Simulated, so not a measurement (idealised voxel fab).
The name of this process module is voxel local oxidation.
In the cross-section labelled cut, the width is 210 nm and each square cell is 5 nm.
Cross-section spec: square-cell grid; bands listed top down; each band is one or more rows. Top, bottom (nm), then materials left to right with widths (nm); lone material tagged "full width" fills the whole band edge to edge; "air" = empty space. Height 0 is the level under which the wafer as received is all one material. The lowest band goes on downwards, as in "0 -> down". Width: "30->40" (first number = top row, second number = bottom row, same change from row to row of cells). It should be understood that the words "no alterations made", when stated for a given step, signify that the cross-section underwent no change in any of its cells during that step. Voids not open to the top, 8 cells minimum: see "Unvented cavities". Written width x height at distance; distance is from the left edge; nm. If you see something after the settings on a step's line, that's the simulator's own remark about that step. overlay nm: for a step with a mask, the amount by which the mask lay right of where it was planned; a negative amount means left of it.

List of planned process steps
1 RECEIVE with material Si
2 OXIDIZE with depth nm 5
3 CONFORMAL_DEP with material SiN, thk nm 10
4 MASKED_ETCH with tone cover, mask id ACTIVE, width nm 130, etch materials SiN, depth nm 10, overlay nm 0
5 SELECTIVE_ETCH with etch materials SiO2, depth nm 5
6 OXIDIZE with depth nm 10
7 STRIP with etch materials SiN

Account of the first of two wafers, which was processed as intended

Wafer as received: cross-section following step 1
- 0 -> down  Si full width
- Unvented cavities: none

You're looking at a cross-section of the wafer after step 2
- 0 -> -5  SiO2 full width
- Unchanged below -5.

You're looking at a cross-section of the wafer after step 3
- 10 -> 0  SiN full width
- Unchanged below 0.

You're looking at a cross-section of the wafer after step 4
- 10 -> 0  40 air, 130 SiN, 40 air
- Unchanged below 0.

You're looking at a cross-section of the wafer after step 5
- 10 -> 0  40 air, 130 SiN, 40 air
- 0 -> -5  45 air, 120 SiO2, 45 air
- Unchanged below -5.

You're looking at a cross-section of the wafer after step 6
- 10 -> 0  40 air, 130 SiN, 40 air
- 0 -> -5  45 air, 120 SiO2, 45 air
- -5 -> -15  55 SiO2, 100 Si, 55 SiO2
- Unchanged below -15.

You're looking at a cross-section of the wafer after step 7
- 0 -> -5  45 air, 120 SiO2, 45 air
- Unchanged below -5.

Wafer two of two - same starting point, same process plan, one mistake in execution; matches wafer one up to and including step 5

What the second wafer looks like in cross-section when step 6 should have wrapped up
- 0 -> -5  45 air, 120 SiO2, 45 air
- Unchanged below -5.

What the second wafer looks like in cross-section when step 7 should have wrapped up
- 0 -> -5  45 air, 120 SiO2, 45 air
- -5 -> -15  55 SiO2, 100 Si, 55 SiO2
- Unchanged below -15.
Short version of what went wrong: note: step 6 <-> step 7, run order reversed vs plan
at the end the two cross-sections are the same: no effect in what this model computes
